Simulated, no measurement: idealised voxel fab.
process module | voxel spacer lines
cross-section cut | 200 nm wide | cells 5 nm
A cross-section is a grid of square cells, given in bands from the top down. A band is one or more rows of cells.
Each band's line starts with the height of the band's top and of its bottom, in nm. Then come its materials from left to right, each with its width in nm. One material with "throughout" fills the band from edge to edge. "air" is empty space.
Height 0 is the level under which the wafer as received is all one material. The lowest band goes on downwards, as in "0 down".
A width such as "30 to 40" changes by the same amount from each row of cells to the next, from the band's top row to its bottom row.
"no change" after a step means that no cell of the cross-section changed.
closed voids: empty space of 8 cells or more with no open way to the top, each as width x height at its distance from the left edge, in nm
after a step's settings: what the simulator itself notes on the step
overlay nm, on a step with a mask: how far to the right of its planned place the mask lay; to the left if negative
plan
1 op RECEIVE | material Si
2 op CONFORMAL_DEP | material Al2O3 | thk nm 5
3 op DIRECTIONAL_DEP | material SiN | thk nm 15
4 op DIRECTIONAL_DEP | material polySi | thk nm 30
5 op PATTERN | tone cover | mask id MANDREL | material resist | width nm 15 | pitch nm 70 | thk nm 40 | overlay nm 0
6 op DIRECTIONAL_ETCH | etch materials polySi | depth nm 30
7 op STRIP | etch materials resist
8 op CONFORMAL_DEP | material SiO2 | thk nm 10
9 op DIRECTIONAL_ETCH | etch materials SiO2 | depth nm 10
10 op STRIP | etch materials polySi
11 op DIRECTIONAL_ETCH | etch materials SiN | depth nm 15
12 op STRIP | etch materials SiO2
varied across the wafers: width nm of step 5. The plan shows the first wafer's value. All wafers start alike
first wafer as received, after step 1
  0 down: Si throughout
  closed voids: none
first wafer at the end, after step 12
  20 to 5: air 10 | SiN 10 | air 15 | SiN 10 | air 35 | SiN 10 | air 15 | SiN 10 | air 35 | SiN 10 | air 15 | SiN 10 | air 15
  5 to 0: Al2O3 throughout
  0 down: Si throughout
  closed voids: none
last wafer at the end
  20 to 5: air 5 | SiN 10 | air 30 | SiN 10 | air 20 | SiN 10 | air 30 | SiN 10 | air 20 | SiN 10 | air 30 | SiN 10 | air 5
  5 to 0: Al2O3 throughout
  0 down: Si throughout
  closed voids: none
each wafer at the end: cells of each material gained (+) or lost (-) since it was received, then its closed voids
width nm 15 | +40 Al2O3 | +36 SiN | closed voids: none
width nm 20 | +40 Al2O3 | +36 SiN | closed voids: none
width nm 25 | +40 Al2O3 | +36 SiN | closed voids: none
width nm 30 | +40 Al2O3 | +36 SiN | closed voids: none
